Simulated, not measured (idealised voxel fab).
Process module name: voxel self aligned vias
Shown is cross-section cut, with a width of 260 nm and square cells of size 5 nm.
Heads up, the way a cross-section reads in here is a grid of square cells, handed over as bands from the top down, with every band being one or more rows of cells.
Read a band's entry like this: the first values are the height of its top and the height of its bottom in nm, and what follows is the sequence of materials from left to right, each with its width in nm. Note that "blank" is empty space, and that a single material marked "everywhere" reaches across the band from edge to edge.
Height 0 is the level under which the wafer as received is all one material. The lowest band goes on downwards, as in "from 0 down".
Note: "30->40" means the width goes from the first number (top row of the band) to the second number (bottom row) in equal steps per row of cells.
"no modifications" (step): cross-section cells unchanged, all of them.
The entry "Enclosed internal voids" lists the empty spaces that cover at least 8 cells and have no open path to the top. Each is written as width x height at distance, where the distance is measured from the left edge and all three values are in nm.
It should be noted that, on the line of a given step, the content following the step's settings is a remark produced by the simulator itself with respect to that step.
overlay nm, on a step with a mask: how far to the right of its planned place the mask lay; to the left if negative

## Steps planned for the process
1. RECEIVE,material Si
2. CONFORMAL_DEP,material SiO2,thk nm 15
3. CONFORMAL_DEP,material SiCN,thk nm 5
4. DIRECTIONAL_DEP,material SiO2,thk nm 30
5. PATTERN,tone open,mask id LINES,material resist,width nm 30,pitch nm 60,thk nm 20,overlay nm 0
6. DIRECTIONAL_ETCH,etch materials SiO2,depth nm 30
7. STRIP,etch materials resist
8. CONFORMAL_DEP,material TiN,thk nm 5
9. FILL_DEP,material Ru,thk nm 10
10. CMP,height nm 50
11. SELECTIVE_ETCH,etch materials W Ru TiN,depth nm 5
12. FILL_DEP,material SiN,thk nm 10
13. CMP,height nm 50
14. DIRECTIONAL_DEP,material SiO2,thk nm 15
15. MASKED_ETCH,tone open,mask id VIAS,width nm 40,pitch nm 60,etch materials SiO2,depth nm 15,overlay nm 0
16. MASKED_ETCH,tone open,mask id VIAS,width nm 40,pitch nm 60,etch materials SiN,depth nm 5,overlay nm 0
17. CONFORMAL_DEP,material TiN,thk nm 5
18. FILL_DEP,material W,thk nm 10
19. CMP,height nm 65
20. CONFORMAL_DEP,material SiCN,thk nm 5

## Wafer at receipt (post step 1), cross-section
  from 0 down | Si everywhere
  Enclosed internal voids: none

## This is how the wafer looks in cross-section once the module is done, given the starting state and plan above and one mistake in carrying the plan out
  from 70 to 65 | SiCN everywhere
  from 65 to 55 | SiO2: 50; TiN: 5; W: 30; TiN: 5; SiO2: 20; TiN: 5; W: 30; TiN: 5; SiO2: 20; TiN: 5; W: 30; TiN: 5; SiO2: 50
  from 55 to 50 | SiO2: 50; TiN: 10; W: 20; TiN: 10; SiO2: 20; TiN: 10; W: 20; TiN: 10; SiO2: 20; TiN: 10; W: 20; TiN: 10; SiO2: 50
  from 50 to 45 | SiO2: 55; TiN: 30; SiO2: 30; TiN: 30; SiO2: 30; TiN: 30; SiO2: 55
  from 45 to 25 | SiO2: 55; TiN: 5; Ru: 20; TiN: 5; SiO2: 30; TiN: 5; Ru: 20; TiN: 5; SiO2: 30; TiN: 5; Ru: 20; TiN: 5; SiO2: 55
  from 25 to 20 | SiO2: 55; TiN: 30; SiO2: 30; TiN: 30; SiO2: 30; TiN: 30; SiO2: 55
  from 20 to 5 | SiO2 everywhere
  from 5 to 0 | SiCN everywhere
  from 0 down | Si everywhere
  Enclosed internal voids: none
Diagnosis: swap of plan steps 2 and 3 during execution
